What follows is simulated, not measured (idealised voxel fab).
Title: Process Module voxel self aligned vias
We display cut, a cross-section 225 nm in width whose square cells are each 5 nm.
Format of a cross-section: grid, square cells. Given as bands. Order: top down. Band: one or more rows of cells. The entry gives the band's vertical extent as a top height and a bottom height in nm, then its horizontal make-up as materials from left to right, each with a width in nm. "air" stands for empty space; a single material marked "full width" fills the band edge to edge. Heights are reckoned from 0. Under this level, the received wafer is all of one material. The bottommost band is open-ended downward, for example "0 down". A width such as "30..40" changes by the same amount from each row of cells to the next, from the band's top row to its bottom row. What does "nothing altered" mean for a step? It means no cell of the cross-section changed in that step. Each empty space that has no open way to the top and spans at least 8 cells appears under "Entrapped void list" as width x height at distance, the distance counted from the left edge, all in nm. after a step's settings: what the simulator itself notes on the step. overlay nm: right-of-plan distance of the mask on a masked step; negative values mean left-of-plan.

Planned process steps
- 1: RECEIVE | material Si
- 2: CONFORMAL_DEP | material SiO2 | thk nm 15
- 3: CONFORMAL_DEP | material SiCN | thk nm 5
- 4: DIRECTIONAL_DEP | material SiO2 | thk nm 25
- 5: DIRECTIONAL_DEP | material aC | thk nm 10
- 6: PATTERN | tone open | mask id LINES | material resist | width nm 30 | pitch nm 55 | thk nm 25 | overlay nm 0
- 7: DIRECTIONAL_ETCH | etch materials aC | depth nm 10
- 8: STRIP | etch materials resist
- 9: DIRECTIONAL_ETCH | etch materials SiO2 | depth nm 25
- 10: STRIP | etch materials aC
- 11: CONFORMAL_DEP | material TiN | thk nm 5
- 12: FILL_DEP | material Ru | thk nm 10
- 13: CMP | height nm 45
- 14: SELECTIVE_ETCH | etch materials W Ru TiN | depth nm 10
- 15: FILL_DEP | material SiN | thk nm 10
- 16: CMP | height nm 45
- 17: DIRECTIONAL_DEP | material SiO2 | thk nm 15
- 18: DIRECTIONAL_DEP | material aC | thk nm 15
- 19: PATTERN | tone open | mask id VIAS | material resist | width nm 40 | thk nm 35 | overlay nm 0
- 20: DIRECTIONAL_ETCH | etch materials aC | depth nm 15
- 21: STRIP | etch materials resist
- 22: DIRECTIONAL_ETCH | etch materials SiO2 | depth nm 15
- 23: DIRECTIONAL_ETCH | etch materials SiN | depth nm 10
- 24: STRIP | etch materials aC
- 25: CONFORMAL_DEP | material TiN | thk nm 5
- 26: FILL_DEP | material Ru | thk nm 10
- 27: CMP | height nm 60
- 28: CONFORMAL_DEP | material SiN | thk nm 5

Cross-section of the wafer upon arrival, representing the state reached after step 1
> 0 down: Si full width
> Entrapped void list: none

Final wafer profile in cross-section after the module, from the same start and plan as above, with one mistake made during processing
> 65 to 60: SiN full width
> 60 to 50: 65 SiO2, then 5 TiN, then 30 Ru, then 5 TiN, then 120 SiO2
> 50 to 45: 65 SiO2, then 40 TiN, then 120 SiO2
> 45 to 40: SiCN full width
> 40 to 0: SiO2 full width
> 0 down: Si full width
> Entrapped void list: none
Run error: it was found that steps 3 and 4 of the process plan had been performed in exchanged positions
